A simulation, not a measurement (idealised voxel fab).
Name of the process module below: voxel wiring stack
For reference, the cross-section in this document is cut, with width 220 nm and square cells of 5 nm.
Throughout this document, each cross-section is represented as a grid of square cells and is presented as a sequence of bands enumerated from the top downward, where a band comprises one or more rows of cells. Read a band's entry like this: the first values are the height of its top and the height of its bottom in nm, and what follows is the sequence of materials from left to right, each with its width in nm. Note that "empty" is empty space, and that a single material marked "full width" reaches across the band from edge to edge. Heights are reckoned from 0. Under this level, the received wafer is all of one material. The bottommost band is open-ended downward, for example "0 down". A two-number width, for instance "30..40", indicates that the width is equal to the first number in the top row of the band and to the second number in the bottom row, and that it changes by a constant amount per row of cells. Key: "no alteration" - step with no changed cell in the cross-section. "Closed void roster" lists enclosed empty spaces (at least 8 cells, no open path upward to the top), each as width x height at distance from the left edge, in nm. after a step's settings: what the simulator itself notes on the step. "overlay nm" on a masked step: distance the mask lay right of its planned place, negative for left.

## Here's what the planned process steps look like
step 1: RECEIVE, material Si
step 2: CONFORMAL_DEP, material SiO2, thk nm 10
step 3: DIRECTIONAL_DEP, material TiN, thk nm 5
step 4: DIRECTIONAL_DEP, material Ru, thk nm 15
step 5: MASKED_ETCH, tone cover, mask id METAL_1, width nm 30, pitch nm 50, etch materials Ru, depth nm 15, overlay nm 0
step 6: MASKED_ETCH, tone cover, mask id METAL_1, width nm 30, pitch nm 50, etch materials TiN, depth nm 5, overlay nm 0
step 7: FILL_DEP, material lowk, thk nm 5
step 8: CMP, height nm 30
step 9: CONFORMAL_DEP, material SiCN, thk nm 5
step 10: DIRECTIONAL_DEP, material lowk, thk nm 10
step 11: MASKED_ETCH, tone open, mask id PLUG_1, width nm 15, pitch nm 50, etch materials lowk, depth nm 10, overlay nm 0
step 12: MASKED_ETCH, tone open, mask id PLUG_1, width nm 15, pitch nm 50, etch materials SiCN, depth nm 5, overlay nm 0
step 13: EPI, material Ru, thk nm 10
step 14: EPI, material Ru, thk nm 5
step 15: DIRECTIONAL_DEP, material TiN, thk nm 5
step 16: DIRECTIONAL_DEP, material Ru, thk nm 20
step 17: DIRECTIONAL_DEP, material aC, thk nm 10
step 18: PATTERN, tone cover, mask id METAL_2, material resist, width nm 30, pitch nm 50, thk nm 30, overlay nm 0
step 19: DIRECTIONAL_ETCH, etch materials aC, depth nm 10
step 20: STRIP, etch materials resist
step 21: DIRECTIONAL_ETCH, etch materials Ru, depth nm 20
step 22: DIRECTIONAL_ETCH, etch materials TiN, depth nm 5
step 23: STRIP, etch materials aC
step 24: CONFORMAL_DEP, material SiN, thk nm 5
step 25: FILL_DEP, material SiO2, thk nm 5
step 26: CMP, height nm 70
step 27: CONFORMAL_DEP, material SiCN, thk nm 5
step 28: DIRECTIONAL_DEP, material lowk, thk nm 20
step 29: PATTERN, tone open, mask id PLUG_2, material resist, width nm 15, pitch nm 50, thk nm 20, overlay nm 0
step 30: DIRECTIONAL_ETCH, etch materials lowk, depth nm 20
step 31: DIRECTIONAL_ETCH, etch materials SiCN, depth nm 5
step 32: STRIP, etch materials resist
step 33: EPI, material Ru, thk nm 10
step 34: EPI, material Ru, thk nm 10
step 35: EPI, material Ru, thk nm 5
step 36: CONFORMAL_DEP, material SiCN, thk nm 5
step 37: DIRECTIONAL_DEP, material lowk, thk nm 25
step 38: MASKED_ETCH, tone open, mask id METAL_3, width nm 30, pitch nm 50, etch materials lowk, depth nm 25, overlay nm 0
step 39: MASKED_ETCH, tone open, mask id METAL_3, width nm 30, pitch nm 50, etch materials SiCN, depth nm 5, overlay nm 0
step 40: CONFORMAL_DEP, material TiN, thk nm 5
step 41: FILL_DEP, material W, thk nm 5
step 42: CMP, height nm 125
step 43: EPI, material Ru, thk nm 5
step 44: FILL_DEP, material SiCN, thk nm 5

## Cross-section of the wafer upon arrival, representing the state reached after step 1
* 0 down  Si full width
* Closed void roster: none

## End state of the module in cross-section, given the above starting point and plan and one mistake in execution
* 135 to 130  SiCN full width
* 130 to 125  40 nm SiCN | 40 nm Ru | 10 nm SiCN | 40 nm Ru | 10 nm SiCN | 40 nm Ru | 40 nm SiCN
* 125 to 110  45 nm lowk | 5 nm TiN | 20 nm W | 5 nm TiN | 20 nm lowk | 5 nm TiN | 20 nm W | 5 nm TiN | 20 nm lowk | 5 nm TiN | 20 nm W | 5 nm TiN | 45 nm lowk
* 110 to 105  30 nm lowk | 15 nm SiCN | 30 nm TiN | 5 nm lowk | 15 nm SiCN | 30 nm TiN | 5 nm lowk | 15 nm SiCN | 30 nm TiN | 45 nm lowk
* 105 to 100  30 nm lowk | 5 nm SiCN | 35 nm Ru | 5 nm SiCN | 5 nm lowk | 5 nm SiCN | 35 nm Ru | 5 nm SiCN | 5 nm lowk | 5 nm SiCN | 35 nm Ru | 5 nm SiCN | 45 nm lowk
* 100 to 95  35 nm SiCN | 35 nm Ru | 15 nm SiCN | 35 nm Ru | 15 nm SiCN | 35 nm Ru | 50 nm SiCN
* 95 to 75  45 nm lowk | 15 nm Ru | 35 nm lowk | 15 nm Ru | 35 nm lowk | 15 nm Ru | 60 nm lowk
* 75 to 70  45 nm SiCN | 15 nm Ru | 35 nm SiCN | 15 nm Ru | 35 nm SiCN | 15 nm Ru | 60 nm SiCN
* 70 to 50  40 nm SiO2 | 5 nm SiN | 30 nm Ru | 5 nm SiN | 10 nm SiO2 | 5 nm SiN | 30 nm Ru | 5 nm SiN | 10 nm SiO2 | 5 nm SiN | 30 nm Ru | 5 nm SiN | 40 nm SiO2
* 50 to 45  45 nm SiN | 30 nm TiN | 20 nm SiN | 30 nm TiN | 20 nm SiN | 30 nm TiN | 45 nm SiN
* 45 to 35  45 nm lowk | 15 nm Ru | 35 nm lowk | 15 nm Ru | 35 nm lowk | 15 nm Ru | 60 nm lowk
* 35 to 30  45 nm SiCN | 15 nm Ru | 35 nm SiCN | 15 nm Ru | 35 nm SiCN | 15 nm Ru | 60 nm SiCN
* 30 to 15  45 nm lowk | 30 nm Ru | 20 nm lowk | 30 nm Ru | 20 nm lowk | 30 nm Ru | 45 nm lowk
* 15 to 10  45 nm lowk | 30 nm TiN | 20 nm lowk | 30 nm TiN | 20 nm lowk | 30 nm TiN | 45 nm lowk
* 10 to 0  SiO2 full width
* 0 down  Si full width
* Closed void roster: none
Short version of what went wrong: it cannot be told which of the identical steps 33 and 34 was the one run twice
